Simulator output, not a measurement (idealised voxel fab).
process module | voxel double patterning
cross-section cut | 240 nm wide | cells 5 nm
A cross-section is a grid of square cells, given in bands from the top down. A band is one or more rows of cells.
Each band's line starts with the height of the band's top and of its bottom, in nm. Then come its materials from left to right, each with its width in nm. One material with "throughout" fills the band from edge to edge. "air" is empty space.
Height 0 is the level under which the wafer as received is all one material. The lowest band goes on downwards, as in "0 down".
A width such as "30 to 40" changes by the same amount from each row of cells to the next, from the band's top row to its bottom row.
"no change" after a step means that no cell of the cross-section changed.
closed voids: empty space of 8 cells or more with no open way to the top, each as width x height at its distance from the left edge, in nm
after a step's settings: what the simulator itself notes on the step
overlay nm, on a step with a mask: how far to the right of its planned place the mask lay; to the left if negative
plan
1 op RECEIVE | material Si
2 op CONFORMAL_DEP | material SiO2 | thk nm 10
3 op DIRECTIONAL_DEP | material W | thk nm 15
4 op DIRECTIONAL_DEP | material SiCN | thk nm 5
5 op PATTERN | tone open | mask id FIRST | material resist | width nm 15 | pitch nm 50 | thk nm 15 | overlay nm 0
6 op DIRECTIONAL_ETCH | etch materials SiCN | depth nm 5
7 op STRIP | etch materials resist
8 op DIRECTIONAL_DEP | material aC | thk nm 5
9 op PATTERN | tone open | mask id SECOND | material resist | width nm 15 | thk nm 30 | overlay nm 0
10 op DIRECTIONAL_ETCH | etch materials aC | depth nm 10
11 op STRIP | etch materials resist
12 op DIRECTIONAL_ETCH | etch materials SiCN | depth nm 5
13 op STRIP | etch materials aC
14 op DIRECTIONAL_ETCH | etch materials W | depth nm 15
15 op STRIP | etch materials SiCN
varied across the wafers: thk nm of step 8. The plan shows the first wafer's value. All wafers start alike
first wafer as received, after step 1
  0 down: Si throughout
  closed voids: none
first wafer at the end, after step 15
  25 to 10: W 85 | air 15 | W 10 | air 15 | W 10 | air 15 | W 90
  10 to 0: SiO2 throughout
  0 down: Si throughout
  closed voids: none
last wafer at the end
  25 to 10: W 85 | air 15 | W 35 | air 15 | W 90
  10 to 0: SiO2 throughout
  0 down: Si throughout
  closed voids: none
each wafer at the end: cells of each material gained (+) or lost (-) since it was received, then its closed voids
thk nm 5 | +96 SiO2 | +117 W | closed voids: none
thk nm 10 | +96 SiO2 | +117 W | closed voids: none
thk nm 15 | +96 SiO2 | +126 W | closed voids: none
thk nm 20 | +96 SiO2 | +126 W | closed voids: none
thk nm 25 | +96 SiO2 | +126 W | closed voids: none
